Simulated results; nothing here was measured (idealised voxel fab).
This is a process module. Its name is voxel gate over fins.
Cross-section cut: width 275 nm, square cells of 5 nm.
Cross-section spec: square-cell grid; bands listed top down; each band is one or more rows. Band entry format. Leading values: height of top, height of bottom, nm. Remainder: materials in left-to-right order, each with its width in nm. Special words: "full width" on a single material, which then fills the band edge to edge; "empty", empty space. For the purposes of this specification, 0 denotes the height below which the wafer in its as-received condition is composed wholly of one material, and the lowermost band, lacking a lower limit, extends downward without end, as expressed in "from 0 down". The expression "30->40" gives the width at the extremes of the band, the first number at its top row of cells and the second at its bottom row, with the width changing by equal amounts from each row to the next in between. "same as before" after a step means that no cell of the cross-section changed. "Enclosed cavities": sealed empty spaces, 8 cells or more, no open way to top, listed width x height at distance, with distance from the left edge and width, height and distance in nm. What comes after the settings on a step's line is commentary from the simulator itself on that step. overlay nm: on a step with a mask, how far right of its planned place the mask lay; negative means left.

Process steps (planned):
1,RECEIVE with material Si
2,CONFORMAL_DEP with material SiN, thk nm 10
3,MASKED_ETCH with tone cover, mask id FINS, width nm 15, pitch nm 40, etch materials SiN, depth nm 10, overlay nm 0
4,MASKED_ETCH with tone cover, mask id FINS, width nm 15, pitch nm 40, etch materials Si, depth nm 30, overlay nm 0
5,OXIDIZE with depth nm 5
6,FILL_DEP with material SiO2, thk nm 10
7,CMP with height nm 10
8,SELECTIVE_ETCH with etch materials SiO2, depth nm 25
9,STRIP with etch materials SiN
10,CONFORMAL_DEP with material HfO2, thk nm 5
11,CONFORMAL_DEP with material TiN, thk nm 5
12,FILL_DEP with material W, thk nm 10
13,CMP with height nm 15
14,CONFORMAL_DEP with material SiCN, thk nm 10

Cross-section, incoming material, after step 1:
* from 0 down = Si full width
* Enclosed cavities: none

Cross-section at module end, one run error; start and plan unchanged from above:
* from 25 to 15 = HfO2 full width
* from 15 to 10 = W full width
* from 10 to 5 = 105 of W; 25 of TiN; 15 of W; 25 of TiN; 105 of W
* from 5 to 0 = 105 of W; 5 of TiN; 15 of HfO2; 5 of TiN; 15 of W; 5 of TiN; 15 of HfO2; 5 of TiN; 105 of W
* from 0 to -5 = 105 of W; 5 of TiN; 5 of HfO2; 5 of Si; 5 of HfO2; 5 of TiN; 15 of W; 5 of TiN; 5 of HfO2; 5 of Si; 5 of HfO2; 5 of TiN; 105 of W
* from -5 to -10 = 110 of TiN; 5 of HfO2; 5 of Si; 5 of HfO2; 25 of TiN; 5 of HfO2; 5 of Si; 5 of HfO2; 110 of TiN
* from -10 to -15 = 115 of HfO2; 5 of Si; 35 of HfO2; 5 of Si; 115 of HfO2
* from -15 to -35 = 115 of SiO2; 5 of Si; 35 of SiO2; 5 of Si; 115 of SiO2
* from -35 down = Si full width
* Enclosed cavities: none
Which mistake was made when the wafer was run? so step 14 ended up running with a different setting than we planned, it ran as CONFORMAL_DEP with material HfO2, thk nm 10
